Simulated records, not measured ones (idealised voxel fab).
This section sets out a process module, namely voxel quadruple lines.
255 nm wide, 5 nm square cells: that's cross-section cut.
Cross-section, as written here: a square-cell grid given band by band from the top down, where a band holds one or more rows of cells.
First you get the band's top height and its bottom height, in nm, and then the materials it's made of, left to right, with each width in nm. If you see a single material with "full width", that one covers the band edge to edge. "air" is empty space.
Heads up on the height convention: 0 is the point under which the incoming wafer is all one material, and the lowest band has no bottom, it just keeps going down, like "from 0 down".
Graded width ("30->40"): value in top row of band = first number; value in bottom row = second number; row-to-row change constant.
"all unchanged", as given for a step, is the statement that not any cell of the cross-section underwent a change during that step.
In "Closed void catalog" the enclosed voids are listed, meaning empty spaces of 8 cells or larger without any opening to the top. The form is width x height at distance, distance from the left edge, units nm.
Text after the settings on a step's line: the simulator's own remark on that step.
overlay nm: for a step with a mask, the amount by which the mask lay right of where it was planned; a negative amount means left of it.
Process steps (planned):
| 1 | RECEIVE, material Si |
| 2 | CONFORMAL_DEP, material SiO2, thk nm 10 |
| 3 | DIRECTIONAL_DEP, material Ru, thk nm 10 |
| 4 | DIRECTIONAL_DEP, material polySi, thk nm 20 |
| 5 | DIRECTIONAL_DEP, material aC, thk nm 20 |
| 6 | PATTERN, tone cover, mask id MANDREL, material resist, width nm 35, thk nm 30, overlay nm 0 |
| 7 | DIRECTIONAL_ETCH, etch materials aC, depth nm 20 |
| 8 | STRIP, etch materials resist |
| 9 | CONFORMAL_DEP, material SiO2, thk nm 15 |
| 10 | DIRECTIONAL_ETCH, etch materials SiO2, depth nm 15 |
| 11 | STRIP, etch materials aC |
| 12 | DIRECTIONAL_ETCH, etch materials polySi, depth nm 20 |
| 13 | STRIP, etch materials SiO2 |
| 14 | CONFORMAL_DEP, material SiCN, thk nm 10 |
| 15 | DIRECTIONAL_ETCH, etch materials SiCN, depth nm 10 |
| 16 | STRIP, etch materials polySi |
| 17 | DIRECTIONAL_ETCH, etch materials Ru, depth nm 10 |
| 18 | STRIP, etch materials SiCN |
| 19 | FILL_DEP, material lowk, thk nm 5 |
| 20 | CMP, height nm 20 |
Here's what the wafer looked like in cross-section when it arrived - that's after step 1:
- from 0 down = Si full width
- Closed void catalog: none
First wafer of two, sectioned at end of module; run went per plan:
- from 20 to 10 = 85 lowk; 10 Ru; 15 lowk; 10 Ru; 15 lowk; 10 Ru; 15 lowk; 10 Ru; 85 lowk
- from 10 to 0 = SiO2 full width
- from 0 down = Si full width
- Closed void catalog: none
Cross-section, wafer two of two, end of module: same start and plan as wafer one, one error in execution:
- from 20 to 10 = 100 lowk; 10 Ru; 15 lowk; 5 Ru; 15 lowk; 10 Ru; 100 lowk
- from 10 to 0 = SiO2 full width
- from 0 down = Si full width
- Closed void catalog: none
Which mistake was made when the wafer was run? rather than as planned, step 6 actually ran as PATTERN, tone open, mask id MANDREL, material resist, width nm 35, thk nm 30, overlay nm 0
Final difference in cells, second wafer against first, listed per material as more or fewer: -6 Ru | +6 lowk
